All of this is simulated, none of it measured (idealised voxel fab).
Herein follows the process module entitled voxel wiring stack.
In the cross-section labelled cut, the width is 165 nm and each square cell is 5 nm.
When this document writes out a cross-section, it uses a grid of square cells and lists it as bands, beginning at the top and moving down, with a band standing for one or more rows of cells. Heights first: top, then bottom, in nm. Then materials, left to right, each with a width in nm. "all across" on a single material: fills the band edge to edge. "air": empty space. Heights are reckoned from 0. Under this level, the received wafer is all of one material. The bottommost band is open-ended downward, for example "0 down". Width spec "30..40" -> top row of cells at first value, bottom row at second value, equal per-row change in between. "changes: none" (step): cross-section cells unchanged, all of them. "Enclosed cavity list" - sealed voids, min. 8 cells, no opening to top; format: width x height at distance (distance from left edge; nm throughout). Formally, on a step line, whatever follows the settings is a remark that the simulator itself makes on the step. "overlay nm" denotes, for a step that has a mask, the displacement of the mask to the right of its planned place, with negative values corresponding to the left. Reading key. Pairs: pre-step and post-step cross-section, one process step apart; post-step view only to lowest changed band. Step between + settings: beneath pair. Runs: pairs may be from different runs of this module, same starting wafer. Continuation from pair above: only where "Before the process" entry says.
Before the process
	105 to 95: aC all across
	95 to 70: W all across
	70 to 65: TiN all across
	65 to 45: 20 nm SiO2, then 15 nm Ru, then 75 nm SiO2, then 15 nm Ru, then 40 nm SiO2
	45 to 40: 20 nm SiCN, then 15 nm Ru, then 75 nm SiCN, then 15 nm Ru, then 40 nm SiCN
	40 to 20: 15 nm lowk, then 5 nm SiN, then 30 nm W, then 5 nm SiN, then 5 nm lowk, then 5 nm SiN, then 30 nm W, then 5 nm SiN, then 5 nm lowk, then 5 nm SiN, then 30 nm W, then 5 nm SiN, then 20 nm lowk
	20 to 15: 20 nm SiN, then 30 nm TiN, then 15 nm SiN, then 30 nm TiN, then 15 nm SiN, then 30 nm TiN, then 25 nm SiN
	15 to 0: SiO2 all across
	0 down: Si all across
	Enclosed cavity list: none
Resulting Cross-Section
	135 to 105: 25 nm air, then 20 nm resist, then 25 nm air, then 20 nm resist, then 25 nm air, then 20 nm resist, then 30 nm air
	below 105: unchanged
	Enclosed cavity list: none
What was done to get from the before section above to the after section? PATTERN [tone cover] [mask id METAL_2] [material resist] [width nm 20] [pitch nm 45] [thk nm 30] [overlay nm 0]
Before the process: just use the after drawing of the pair above as your starting point.
Resulting Cross-Section
	125 to 105: 25 nm air, then 20 nm resist, then 25 nm air, then 20 nm resist, then 25 nm air, then 20 nm resist, then 30 nm air
	105 to 95: 25 nm air, then 20 nm aC, then 25 nm air, then 20 nm aC, then 25 nm air, then 20 nm aC, then 30 nm air
	below 95: unchanged
	Enclosed cavity list: none
What was done to get from the before section above to the after section? DIRECTIONAL_ETCH [etch materials aC] [depth nm 10]
Before the process: just use the after drawing of the pair above as your starting point.
Resulting Cross-Section
	105 to 95: 25 nm air, then 20 nm aC, then 25 nm air, then 20 nm aC, then 25 nm air, then 20 nm aC, then 30 nm air
	below 95: unchanged
	Enclosed cavity list: none
What was done to get from the before section above to the after section? STRIP [etch materials resist]
Before the process: just use the after drawing of the pair above as your starting point.
Resulting Cross-Section
	105 to 95: 25 nm air, then 20 nm aC, then 25 nm air, then 20 nm aC, then 25 nm air, then 20 nm aC, then 30 nm air
	95 to 70: 25 nm air, then 20 nm W, then 25 nm air, then 20 nm W, then 25 nm air, then 20 nm W, then 30 nm air
	below 70: unchanged
	Enclosed cavity list: none
What was done to get from the before section above to the after section? DIRECTIONAL_ETCH [etch materials W] [depth nm 25]
Before the process: just use the after drawing of the pair above as your starting point.
Resulting Cross-Section
	105 to 95: 25 nm air, then 20 nm aC, then 25 nm air, then 20 nm aC, then 25 nm air, then 20 nm aC, then 30 nm air
	95 to 70: 25 nm air, then 20 nm W, then 25 nm air, then 20 nm W, then 25 nm air, then 20 nm W, then 30 nm air
	70 to 65: 25 nm air, then 20 nm TiN, then 25 nm air, then 20 nm TiN, then 25 nm air, then 20 nm TiN, then 30 nm air
	below 65: unchanged
	Enclosed cavity list: none
What was done to get from the before section above to the after section? DIRECTIONAL_ETCH [etch materials TiN] [depth nm 5]
Before the process: just use the after drawing of the pair above as your starting point.
Resulting Cross-Section
	95 to 70: 25 nm air, then 20 nm W, then 25 nm air, then 20 nm W, then 25 nm air, then 20 nm W, then 30 nm air
	below 70: unchanged
	Enclosed cavity list: none
What was done to get from the before section above to the after section? STRIP [etch materials aC]
Before the process: just use the after drawing of the pair above as your starting point.
Resulting Cross-Section
	100 to 95: 20 nm air, then 30 nm SiN, then 15 nm air, then 30 nm SiN, then 15 nm air, then 30 nm SiN, then 25 nm air
	95 to 70: 20 nm air, then 5 nm SiN, then 20 nm W, then 5 nm SiN, then 15 nm air, then 5 nm SiN, then 20 nm W, then 5 nm SiN, then 15 nm air, then 5 nm SiN, then 20 nm W, then 5 nm SiN, then 25 nm air
	70 to 65: 25 nm SiN, then 20 nm TiN, then 25 nm SiN, then 20 nm TiN, then 25 nm SiN, then 20 nm TiN, then 30 nm SiN
	below 65: unchanged
	Enclosed cavity list: none
What was done to get from the before section above to the after section? CONFORMAL_DEP [material SiN] [thk nm 5]
Before the process: just use the after drawing of the pair above as your starting point.
Resulting Cross-Section
	105 to 100: lowk all across
	100 to 95: 20 nm lowk, then 30 nm SiN, then 15 nm lowk, then 30 nm SiN, then 15 nm lowk, then 30 nm SiN, then 25 nm lowk
	95 to 70: 20 nm lowk, then 5 nm SiN, then 20 nm W, then 5 nm SiN, then 15 nm lowk, then 5 nm SiN, then 20 nm W, then 5 nm SiN, then 15 nm lowk, then 5 nm SiN, then 20 nm W, then 5 nm SiN, then 25 nm lowk
	below 70: unchanged
	Enclosed cavity list: none
What was done to get from the before section above to the after section? FILL_DEP [material lowk] [thk nm 5]
Before the process: just use the after drawing of the pair above as your starting point.
Resulting Cross-Section
	95 to 70: 20 nm lowk, then 5 nm SiN, then 20 nm W, then 5 nm SiN, then 15 nm lowk, then 5 nm SiN, then 20 nm W, then 5 nm SiN, then 15 nm lowk, then 5 nm SiN, then 20 nm W, then 5 nm SiN, then 25 nm lowk
	below 70: unchanged
	Enclosed cavity list: none
What was done to get from the before section above to the after section? CMP [height nm 95]
Before the process: just use the after drawing of the pair above as your starting point.
Resulting Cross-Section
	100 to 95: SiCN all across
	below 95: unchanged
	Enclosed cavity list: none
What was done to get from the before section above to the after section? CONFORMAL_DEP [material SiCN] [thk nm 5]
Before the process: just use the after drawing of the pair above as your starting point.
Resulting Cross-Section
	110 to 100: lowk all across
	below 100: unchanged
	Enclosed cavity list: none
What was done to get from the before section above to the after section? DIRECTIONAL_DEP [material lowk] [thk nm 10]
Before the process: just use the after drawing of the pair above as your starting point.
Resulting Cross-Section
	110 to 100: 20 nm lowk, then 15 nm air, then 75 nm lowk, then 15 nm air, then 40 nm lowk
	below 100: unchanged
	Enclosed cavity list: none
What was done to get from the before section above to the after section? MASKED_ETCH [tone open] [mask id PLUG_2] [width nm 15] [pitch nm 90] [etch materials lowk] [depth nm 10] [overlay nm 0]
Before the process: just use the after drawing of the pair above as your starting point.
Resulting Cross-Section
	110 to 100: 20 nm lowk, then 15 nm air, then 75 nm lowk, then 15 nm air, then 40 nm lowk
	100 to 95: 20 nm SiCN, then 15 nm air, then 75 nm SiCN, then 15 nm air, then 40 nm SiCN
	below 95: unchanged
	Enclosed cavity list: none
What was done to get from the before section above to the after section? MASKED_ETCH [tone open] [mask id PLUG_2] [width nm 15] [pitch nm 90] [etch materials SiCN] [depth nm 5] [overlay nm 0]
Before the process: just use the after drawing of the pair above as your starting point.
Resulting Cross-Section
	110 to 105: 20 nm lowk, then 15 nm air, then 75 nm lowk, then 15 nm air, then 40 nm lowk
	105 to 100: 20 nm lowk, then 15 nm Ru, then 75 nm lowk, then 15 nm Ru, then 40 nm lowk
	100 to 95: 20 nm SiCN, then 15 nm Ru, then 75 nm SiCN, then 15 nm Ru, then 40 nm SiCN
	below 95: unchanged
	Enclosed cavity list: none
What was done to get from the before section above to the after section? EPI [material Ru] [thk nm 10]
Before the process: just use the after drawing of the pair above as your starting point.
Resulting Cross-Section
	110 to 100: 20 nm lowk, then 15 nm Ru, then 75 nm lowk, then 15 nm Ru, then 40 nm lowk
	below 100: unchanged
	Enclosed cavity list: none
What was done to get from the before section above to the after section? EPI [material Ru] [thk nm 5]
Before the process: just use the after drawing of the pair above as your starting point.
Resulting Cross-Section
	115 to 110: TiN all across
	below 110: unchanged
	Enclosed cavity list: none
What was done to get from the before section above to the after section? DIRECTIONAL_DEP [material TiN] [thk nm 5]
Before the process: just use the after drawing of the pair above as your starting point.
Resulting Cross-Section
	130 to 115: W all across
	below 115: unchanged
	Enclosed cavity list: none
What was done to get from the before section above to the after section? DIRECTIONAL_DEP [material W] [thk nm 15]
Before the process: just use the after drawing of the pair above as your starting point.
Resulting Cross-Section
	130 to 115: 20 nm air, then 30 nm W, then 15 nm air, then 30 nm W, then 15 nm air, then 30 nm W, then 25 nm air
	below 115: unchanged
	Enclosed cavity list: none
What was done to get from the before section above to the after section? MASKED_ETCH [tone cover] [mask id METAL_3] [width nm 30] [pitch nm 45] [etch materials W] [depth nm 15] [overlay nm 0]
Before the process: just use the after drawing of the pair above as your starting point.
Resulting Cross-Section
	130 to 115: 20 nm air, then 30 nm W, then 15 nm air, then 30 nm W, then 15 nm air, then 30 nm W, then 25 nm air
	115 to 110: 20 nm air, then 30 nm TiN, then 15 nm air, then 30 nm TiN, then 15 nm air, then 30 nm TiN, then 25 nm air
	below 110: unchanged
	Enclosed cavity list: none
What was done to get from the before section above to the after section? MASKED_ETCH [tone cover] [mask id METAL_3] [width nm 30] [pitch nm 45] [etch materials TiN] [depth nm 5] [overlay nm 0]
Before the process: just use the after drawing of the pair above as your starting point.
Resulting Cross-Section
	140 to 130: SiO2 all across
	130 to 115: 20 nm SiO2, then 30 nm W, then 15 nm SiO2, then 30 nm W, then 15 nm SiO2, then 30 nm W, then 25 nm SiO2
	115 to 110: 20 nm SiO2, then 30 nm TiN, then 15 nm SiO2, then 30 nm TiN, then 15 nm SiO2, then 30 nm TiN, then 25 nm SiO2
	below 110: unchanged
	Enclosed cavity list: none
What was done to get from the before section above to the after section? FILL_DEP [material SiO2] [thk nm 10]
Before the process: just use the after drawing of the pair above as your starting point.
Resulting Cross-Section
	130 to 115: 20 nm SiO2, then 30 nm W, then 15 nm SiO2, then 30 nm W, then 15 nm SiO2, then 30 nm W, then 25 nm SiO2
	below 115: unchanged
	Enclosed cavity list: none
What was done to get from the before section above to the after section? CMP [height nm 130]
Before the process: just use the after drawing of the pair above as your starting point.
Resulting Cross-Section
	135 to 130: SiCN all across
	below 130: unchanged
	Enclosed cavity list: none
What was done to get from the before section above to the after section? CONFORMAL_DEP [material SiCN] [thk nm 5]
Before the process: just use the after drawing of the pair above as your starting point.
Resulting Cross-Section
	145 to 135: lowk all across
	below 135: unchanged
	Enclosed cavity list: none
What was done to get from the before section above to the after section? DIRECTIONAL_DEP [material lowk] [thk nm 10]
Before the process: just use the after drawing of the pair above as your starting point.
Resulting Cross-Section
	165 to 145: 20 nm resist, then 15 nm air, then 30 nm resist, then 15 nm air, then 30 nm resist, then 15 nm air, then 40 nm resist
	below 145: unchanged
	Enclosed cavity list: none
What was done to get from the before section above to the after section? PATTERN [tone open] [mask id PLUG_3] [material resist] [width nm 15] [pitch nm 45] [thk nm 20] [overlay nm 0]
Before the process: just use the after drawing of the pair above as your starting point.
Resulting Cross-Section
	165 to 145: 20 nm resist, then 15 nm air, then 30 nm resist, then 15 nm air, then 30 nm resist, then 15 nm air, then 40 nm resist
	145 to 135: 20 nm lowk, then 15 nm air, then 30 nm lowk, then 15 nm air, then 30 nm lowk, then 15 nm air, then 40 nm lowk
	below 135: unchanged
	Enclosed cavity list: none
What was done to get from the before section above to the after section? DIRECTIONAL_ETCH [etch materials lowk] [depth nm 10]
Before the process: just use the after drawing of the pair above as your starting point.
Resulting Cross-Section
	165 to 145: 20 nm resist, then 15 nm air, then 30 nm resist, then 15 nm air, then 30 nm resist, then 15 nm air, then 40 nm resist
	145 to 135: 20 nm lowk, then 15 nm air, then 30 nm lowk, then 15 nm air, then 30 nm lowk, then 15 nm air, then 40 nm lowk
	135 to 130: 20 nm SiCN, then 15 nm air, then 30 nm SiCN, then 15 nm air, then 30 nm SiCN, then 15 nm air, then 40 nm SiCN
	below 130: unchanged
	Enclosed cavity list: none
What was done to get from the before section above to the after section? DIRECTIONAL_ETCH [etch materials SiCN] [depth nm 5]
Before the process: just use the after drawing of the pair above as your starting point.
Resulting Cross-Section
	145 to 135: 20 nm lowk, then 15 nm air, then 30 nm lowk, then 15 nm air, then 30 nm lowk, then 15 nm air, then 40 nm lowk
	below 135: unchanged
	Enclosed cavity list: none
What was done to get from the before section above to the after section? STRIP [etch materials resist]
Before the process: just use the after drawing of the pair above as your starting point.
Resulting Cross-Section
	150 to 145: 25 nm TiN, then 5 nm air, then 40 nm TiN, then 5 nm air, then 40 nm TiN, then 5 nm air, then 45 nm TiN
	145 to 135: 20 nm lowk, then 5 nm TiN, then 5 nm air, then 5 nm TiN, then 30 nm lowk, then 5 nm TiN, then 5 nm air, then 5 nm TiN, then 30 nm lowk, then 5 nm TiN, then 5 nm air, then 5 nm TiN, then 40 nm lowk
	135 to 130: 20 nm SiCN, then 15 nm TiN, then 30 nm SiCN, then 15 nm TiN, then 30 nm SiCN, then 15 nm TiN, then 40 nm SiCN
	below 130: unchanged
	Enclosed cavity list: none
What was done to get from the before section above to the after section? CONFORMAL_DEP [material TiN] [thk nm 5]
Before the process: just use the after drawing of the pair above as your starting point.
Resulting Cross-Section
	155 to 150: Cu all across
	150 to 145: 25 nm TiN, then 5 nm Cu, then 40 nm TiN, then 5 nm Cu, then 40 nm TiN, then 5 nm Cu, then 45 nm TiN
	145 to 135: 20 nm lowk, then 5 nm TiN, then 5 nm Cu, then 5 nm TiN, then 30 nm lowk, then 5 nm TiN, then 5 nm Cu, then 5 nm TiN, then 30 nm lowk, then 5 nm TiN, then 5 nm Cu, then 5 nm TiN, then 40 nm lowk
	below 135: unchanged
	Enclosed cavity list: none
What was done to get from the before section above to the after section? FILL_DEP [material Cu] [thk nm 5]
Before the process: just use the after drawing of the pair above as your starting point.
Resulting Cross-Section
	145 to 135: 20 nm lowk, then 5 nm TiN, then 5 nm Cu, then 5 nm TiN, then 30 nm lowk, then 5 nm TiN, then 5 nm Cu, then 5 nm TiN, then 30 nm lowk, then 5 nm TiN, then 5 nm Cu, then 5 nm TiN, then 40 nm lowk
	below 135: unchanged
	Enclosed cavity list: none
What was done to get from the before section above to the after section? CMP [height nm 145]
Before the process: just use the after drawing of the pair above as your starting point.
Resulting Cross-Section
	150 to 145: TiN all across
	below 145: unchanged
	Enclosed cavity list: none
What was done to get from the before section above to the after section? DIRECTIONAL_DEP [material TiN] [thk nm 5]
Before the process: just use the after drawing of the pair above as your starting point.
Resulting Cross-Section
	170 to 150: W all across
	below 150: unchanged
	Enclosed cavity list: none
What was done to get from the before section above to the after section? DIRECTIONAL_DEP [material W] [thk nm 20]
Before the process: just use the after drawing of the pair above as your starting point.
Resulting Cross-Section
	170 to 150: 20 nm air, then 30 nm W, then 15 nm air, then 30 nm W, then 15 nm air, then 30 nm W, then 25 nm air
	below 150: unchanged
	Enclosed cavity list: none
What was done to get from the before section above to the after section? MASKED_ETCH [tone cover] [mask id METAL_4] [width nm 30] [pitch nm 45] [etch materials W] [depth nm 20] [overlay nm 0]
Before the process: just use the after drawing of the pair above as your starting point.
Resulting Cross-Section
	170 to 150: 20 nm air, then 30 nm W, then 15 nm air, then 30 nm W, then 15 nm air, then 30 nm W, then 25 nm air
	150 to 145: 20 nm air, then 30 nm TiN, then 15 nm air, then 30 nm TiN, then 15 nm air, then 30 nm TiN, then 25 nm air
	below 145: unchanged
	Enclosed cavity list: none
What was done to get from the before section above to the after section? MASKED_ETCH [tone cover] [mask id METAL_4] [width nm 30] [pitch nm 45] [etch materials TiN] [depth nm 5] [overlay nm 0]
Before the process: just use the after drawing of the pair above as your starting point.
Resulting Cross-Section
	175 to 170: 15 nm air, then 40 nm SiCN, then 5 nm air, then 40 nm SiCN, then 5 nm air, then 40 nm SiCN, then 20 nm air
	170 to 150: 15 nm air, then 5 nm SiCN, then 30 nm W, then 5 nm SiCN, then 5 nm air, then 5 nm SiCN, then 30 nm W, then 5 nm SiCN, then 5 nm air, then 5 nm SiCN, then 30 nm W, then 5 nm SiCN, then 20 nm air
	150 to 145: 20 nm SiCN, then 30 nm TiN, then 15 nm SiCN, then 30 nm TiN, then 15 nm SiCN, then 30 nm TiN, then 25 nm SiCN
	below 145: unchanged
	Enclosed cavity list: none
What was done to get from the before section above to the after section? CONFORMAL_DEP [material SiCN] [thk nm 5]
Before the process: just use the after drawing of the pair above as your starting point.
Resulting Cross-Section
	185 to 175: SiO2 all across
	175 to 170: 15 nm SiO2, then 40 nm SiCN, then 5 nm SiO2, then 40 nm SiCN, then 5 nm SiO2, then 40 nm SiCN, then 20 nm SiO2
	170 to 150: 15 nm SiO2, then 5 nm SiCN, then 30 nm W, then 5 nm SiCN, then 5 nm SiO2, then 5 nm SiCN, then 30 nm W, then 5 nm SiCN, then 5 nm SiO2, then 5 nm SiCN, then 30 nm W, then 5 nm SiCN, then 20 nm SiO2
	below 150: unchanged
	Enclosed cavity list: none
What was done to get from the before section above to the after section? FILL_DEP [material SiO2] [thk nm 10]
Before the process: just use the after drawing of the pair above as your starting point.
Resulting Cross-Section
	170 to 150: 15 nm SiO2, then 5 nm SiCN, then 30 nm W, then 5 nm SiCN, then 5 nm SiO2, then 5 nm SiCN, then 30 nm W, then 5 nm SiCN, then 5 nm SiO2, then 5 nm SiCN, then 30 nm W, then 5 nm SiCN, then 20 nm SiO2
	below 150: unchanged
	Enclosed cavity list: none
What was done to get from the before section above to the after section? CMP [height nm 170]
Before the process: just use the after drawing of the pair above as your starting point.
Resulting Cross-Section
	175 to 170: SiCN all across
	below 170: unchanged
	Enclosed cavity list: none
What was done to get from the before section above to the after section? CONFORMAL_DEP [material SiCN] [thk nm 5]
Before the process
	170 to 150: W all across
	150 to 145: TiN all across
	145 to 135: 20 nm lowk, then 5 nm TiN, then 5 nm Cu, then 5 nm TiN, then 30 nm lowk, then 5 nm TiN, then 5 nm Cu, then 5 nm TiN, then 30 nm lowk, then 5 nm TiN, then 5 nm Cu, then 5 nm TiN, then 40 nm lowk
	135 to 130: 20 nm SiCN, then 15 nm TiN, then 30 nm SiCN, then 15 nm TiN, then 30 nm SiCN, then 15 nm TiN, then 40 nm SiCN
	130 to 115: 20 nm SiO2, then 30 nm W, then 15 nm SiO2, then 30 nm W, then 15 nm SiO2, then 30 nm W, then 25 nm SiO2
	115 to 110: 20 nm SiO2, then 30 nm TiN, then 15 nm SiO2, then 30 nm TiN, then 15 nm SiO2, then 30 nm TiN, then 25 nm SiO2
	110 to 100: 20 nm lowk, then 15 nm Ru, then 75 nm lowk, then 15 nm Ru, then 40 nm lowk
	100 to 95: 20 nm SiCN, then 15 nm Ru, then 75 nm SiCN, then 15 nm Ru, then 40 nm SiCN
	95 to 70: 15 nm lowk, then 5 nm SiN, then 30 nm W, then 5 nm SiN, then 5 nm lowk, then 5 nm SiN, then 30 nm W, then 5 nm SiN, then 5 nm lowk, then 5 nm SiN, then 30 nm W, then 5 nm SiN, then 20 nm lowk
	70 to 65: 20 nm SiN, then 30 nm TiN, then 15 nm SiN, then 30 nm TiN, then 15 nm SiN, then 30 nm TiN, then 25 nm SiN
	65 to 45: 20 nm SiO2, then 15 nm Ru, then 75 nm SiO2, then 15 nm Ru, then 40 nm SiO2
	45 to 40: 20 nm SiCN, then 15 nm Ru, then 75 nm SiCN, then 15 nm Ru, then 40 nm SiCN
	40 to 20: 15 nm lowk, then 5 nm SiN, then 30 nm W, then 5 nm SiN, then 5 nm lowk, then 5 nm SiN, then 30 nm W, then 5 nm SiN, then 5 nm lowk, then 5 nm SiN, then 30 nm W, then 5 nm SiN, then 20 nm lowk
	20 to 15: 20 nm SiN, then 30 nm TiN, then 15 nm SiN, then 30 nm TiN, then 15 nm SiN, then 30 nm TiN, then 25 nm SiN
	15 to 0: SiO2 all across
	0 down: Si all across
	Enclosed cavity list: none
Resulting Cross-Section
	170 to 150: 15 nm air, then 30 nm W, then 15 nm air, then 30 nm W, then 15 nm air, then 30 nm W, then 30 nm air
	below 150: unchanged
	Enclosed cavity list: none
What was done to get from the before section above to the after section? MASKED_ETCH [tone cover] [mask id METAL_4] [width nm 30] [pitch nm 45] [etch materials W] [depth nm 20] [overlay nm -5]
Before the process: just use the after drawing of the pair above as your starting point.
Resulting Cross-Section
	170 to 150: 15 nm air, then 30 nm W, then 15 nm air, then 30 nm W, then 15 nm air, then 30 nm W, then 30 nm air
	150 to 145: 15 nm air, then 35 nm TiN, then 10 nm air, then 35 nm TiN, then 10 nm air, then 35 nm TiN, then 25 nm air
	below 145: unchanged
	Enclosed cavity list: none
What was done to get from the before section above to the after section? MASKED_ETCH [tone cover] [mask id METAL_4] [width nm 30] [pitch nm 45] [etch materials TiN] [depth nm 5] [overlay nm 0]
Before the process: just use the after drawing of the pair above as your starting point.
Resulting Cross-Section
	175 to 170: 10 nm air, then 40 nm SiCN, then 5 nm air, then 40 nm SiCN, then 5 nm air, then 40 nm SiCN, then 25 nm air
	170 to 155: 10 nm air, then 5 nm SiCN, then 30 nm W, then 5 nm SiCN, then 5 nm air, then 5 nm SiCN, then 30 nm W, then 5 nm SiCN, then 5 nm air, then 5 nm SiCN, then 30 nm W, then 5 nm SiCN, then 25 nm air
	155 to 150: 10 nm air, then 5 nm SiCN, then 30 nm W, then 15 nm SiCN, then 30 nm W, then 15 nm SiCN, then 30 nm W, then 10 nm SiCN, then 20 nm air
	150 to 145: 15 nm SiCN, then 35 nm TiN, then 10 nm SiCN, then 35 nm TiN, then 10 nm SiCN, then 35 nm TiN, then 25 nm SiCN
	below 145: unchanged
	Enclosed cavity list: none
What was done to get from the before section above to the after section? CONFORMAL_DEP [material SiCN] [thk nm 5]
Before the process: just use the after drawing of the pair above as your starting point.
Resulting Cross-Section
	185 to 175: SiO2 all across
	175 to 170: 10 nm SiO2, then 40 nm SiCN, then 5 nm SiO2, then 40 nm SiCN, then 5 nm SiO2, then 40 nm SiCN, then 25 nm SiO2
	170 to 155: 10 nm SiO2, then 5 nm SiCN, then 30 nm W, then 5 nm SiCN, then 5 nm SiO2, then 5 nm SiCN, then 30 nm W, then 5 nm SiCN, then 5 nm SiO2, then 5 nm SiCN, then 30 nm W, then 5 nm SiCN, then 25 nm SiO2
	155 to 150: 10 nm SiO2, then 5 nm SiCN, then 30 nm W, then 15 nm SiCN, then 30 nm W, then 15 nm SiCN, then 30 nm W, then 10 nm SiCN, then 20 nm SiO2
	below 150: unchanged
	Enclosed cavity list: none
What was done to get from the before section above to the after section? FILL_DEP [material SiO2] [thk nm 10]
Before the process: just use the after drawing of the pair above as your starting point.
Resulting Cross-Section
	170 to 155: 10 nm SiO2, then 5 nm SiCN, then 30 nm W, then 5 nm SiCN, then 5 nm SiO2, then 5 nm SiCN, then 30 nm W, then 5 nm SiCN, then 5 nm SiO2, then 5 nm SiCN, then 30 nm W, then 5 nm SiCN, then 25 nm SiO2
	below 155: unchanged
	Enclosed cavity list: none
What was done to get from the before section above to the after section? CMP [height nm 170]
Before the process: just use the after drawing of the pair above as your starting point.
Resulting Cross-Section
	175 to 170: SiCN all across
	below 170: unchanged
	Enclosed cavity list: none
What was done to get from the before section above to the after section? CONFORMAL_DEP [material SiCN] [thk nm 5]
Before the process
	70 to 65: TiN all across
	65 to 45: 20 nm SiO2, then 15 nm Ru, then 75 nm SiO2, then 15 nm Ru, then 40 nm SiO2
	45 to 40: 20 nm SiCN, then 15 nm Ru, then 75 nm SiCN, then 15 nm Ru, then 40 nm SiCN
	40 to 20: 15 nm lowk, then 5 nm SiN, then 30 nm W, then 5 nm SiN, then 5 nm lowk, then 5 nm SiN, then 30 nm W, then 5 nm SiN, then 5 nm lowk, then 5 nm SiN, then 30 nm W, then 5 nm SiN, then 20 nm lowk
	20 to 15: 20 nm SiN, then 30 nm TiN, then 15 nm SiN, then 30 nm TiN, then 15 nm SiN, then 30 nm TiN, then 25 nm SiN
	15 to 0: SiO2 all across
	0 down: Si all across
	Enclosed cavity list: none
Resulting Cross-Section
	95 to 70: SiO2 all across
	below 70: unchanged
	Enclosed cavity list: none
What was done to get from the before section above to the after section? DIRECTIONAL_DEP [material SiO2] [thk nm 25]
Before the process: just use the after drawing of the pair above as your starting point.
Resulting Cross-Section
	105 to 95: aC all across
	below 95: unchanged
	Enclosed cavity list: none
What was done to get from the before section above to the after section? DIRECTIONAL_DEP [material aC] [thk nm 10]
Before the process: just use the after drawing of the pair above as your starting point.
Resulting Cross-Section
	135 to 105: 20 nm air, then 30 nm resist, then 15 nm air, then 30 nm resist, then 15 nm air, then 30 nm resist, then 25 nm air
	below 105: unchanged
	Enclosed cavity list: none
What was done to get from the before section above to the after section? PATTERN [tone cover] [mask id METAL_2] [material resist] [width nm 30] [pitch nm 45] [thk nm 30] [overlay nm 0]
Before the process: just use the after drawing of the pair above as your starting point.
Resulting Cross-Section
	125 to 105: 20 nm air, then 30 nm resist, then 15 nm air, then 30 nm resist, then 15 nm air, then 30 nm resist, then 25 nm air
	105 to 95: 20 nm air, then 30 nm aC, then 15 nm air, then 30 nm aC, then 15 nm air, then 30 nm aC, then 25 nm air
	below 95: unchanged
	Enclosed cavity list: none
What was done to get from the before section above to the after section? DIRECTIONAL_ETCH [etch materials aC] [depth nm 10]
Before the process: just use the after drawing of the pair above as your starting point.
Resulting Cross-Section
	105 to 95: 20 nm air, then 30 nm aC, then 15 nm air, then 30 nm aC, then 15 nm air, then 30 nm aC, then 25 nm air
	below 95: unchanged
	Enclosed cavity list: none
What was done to get from the before section above to the after section? STRIP [etch materials resist]
Before the process: just use the after drawing of the pair above as your starting point.
Resulting Cross-Section
	95 to 70: SiO2 all across
	below 70: unchanged
	Enclosed cavity list: none
What was done to get from the before section above to the after section? STRIP [etch materials aC]
Before the process: just use the after drawing of the pair above as your starting point.
Resulting Cross-Section
	100 to 95: SiN all across
	below 95: unchanged
	Enclosed cavity list: none
What was done to get from the before section above to the after section? CONFORMAL_DEP [material SiN] [thk nm 5]
Before the process: just use the after drawing of the pair above as your starting point.
Resulting Cross-Section
	105 to 100: lowk all across
	below 100: unchanged
	Enclosed cavity list: none
What was done to get from the before section above to the after section? FILL_DEP [material lowk] [thk nm 5]
Before the process: just use the after drawing of the pair above as your starting point.
Resulting Cross-Section
	95 to 70: SiO2 all across
	below 70: unchanged
	Enclosed cavity list: none
What was done to get from the before section above to the after section? CMP [height nm 95]
Before the process: just use the after drawing of the pair above as your starting point.
Resulting Cross-Section
	100 to 95: SiCN all across
	below 95: unchanged
	Enclosed cavity list: none
What was done to get from the before section above to the after section? CONFORMAL_DEP [material SiCN] [thk nm 5]
Before the process: just use the after drawing of the pair above as your starting point.
Resulting Cross-Section
	110 to 100: lowk all across
	below 100: unchanged
	Enclosed cavity list: none
What was done to get from the before section above to the after section? DIRECTIONAL_DEP [material lowk] [thk nm 10]
Before the process: just use the after drawing of the pair above as your starting point.
Resulting Cross-Section
	110 to 100: 20 nm lowk, then 15 nm air, then 75 nm lowk, then 15 nm air, then 40 nm lowk
	below 100: unchanged
	Enclosed cavity list: none
What was done to get from the before section above to the after section? MASKED_ETCH [tone open] [mask id PLUG_2] [width nm 15] [pitch nm 90] [etch materials lowk] [depth nm 10] [overlay nm 0]
Before the process: just use the after drawing of the pair above as your starting point.
Resulting Cross-Section
	110 to 100: 20 nm lowk, then 15 nm air, then 75 nm lowk, then 15 nm air, then 40 nm lowk
	100 to 95: 20 nm SiCN, then 15 nm air, then 75 nm SiCN, then 15 nm air, then 40 nm SiCN
	below 95: unchanged
	Enclosed cavity list: none
What was done to get from the before section above to the after section? MASKED_ETCH [tone open] [mask id PLUG_2] [width nm 15] [pitch nm 90] [etch materials SiCN] [depth nm 5] [overlay nm 0]
Before the process: just use the after drawing of the pair above as your starting point.
Resulting Cross-Section
	115 to 110: 20 nm TiN, then 15 nm air, then 75 nm TiN, then 15 nm air, then 40 nm TiN
	110 to 100: 20 nm lowk, then 15 nm air, then 75 nm lowk, then 15 nm air, then 40 nm lowk
	100 to 95: 20 nm SiCN, then 15 nm TiN, then 75 nm SiCN, then 15 nm TiN, then 40 nm SiCN
	below 95: unchanged
	Enclosed cavity list: none
What was done to get from the before section above to the after section? DIRECTIONAL_DEP [material TiN] [thk nm 5]
Before the process: just use the after drawing of the pair above as your starting point.
Resulting Cross-Section
	130 to 115: 20 nm W, then 15 nm air, then 75 nm W, then 15 nm air, then 40 nm W
	115 to 110: 20 nm TiN, then 15 nm W, then 75 nm TiN, then 15 nm W, then 40 nm TiN
	110 to 100: 20 nm lowk, then 15 nm W, then 75 nm lowk, then 15 nm W, then 40 nm lowk
	below 100: unchanged
	Enclosed cavity list: none
What was done to get from the before section above to the after section? DIRECTIONAL_DEP [material W] [thk nm 15]
Before the process: just use the after drawing of the pair above as your starting point.
Resulting Cross-Section
	130 to 115: 35 nm air, then 15 nm W, then 15 nm air, then 30 nm W, then 30 nm air, then 15 nm W, then 25 nm air
	below 115: unchanged
	Enclosed cavity list: none
What was done to get from the before section above to the after section? MASKED_ETCH [tone cover] [mask id METAL_3] [width nm 30] [pitch nm 45] [etch materials W] [depth nm 15] [overlay nm 0]
Before the process: just use the after drawing of the pair above as your starting point.
Resulting Cross-Section
	130 to 115: 35 nm air, then 15 nm W, then 15 nm air, then 30 nm W, then 30 nm air, then 15 nm W, then 25 nm air
	115 to 110: 20 nm air, then 15 nm W, then 15 nm TiN, then 15 nm air, then 30 nm TiN, then 15 nm air, then 15 nm W, then 15 nm TiN, then 25 nm air
	below 110: unchanged
	Enclosed cavity list: none
What was done to get from the before section above to the after section? MASKED_ETCH [tone cover] [mask id METAL_3] [width nm 30] [pitch nm 45] [etch materials TiN] [depth nm 5] [overlay nm 0]
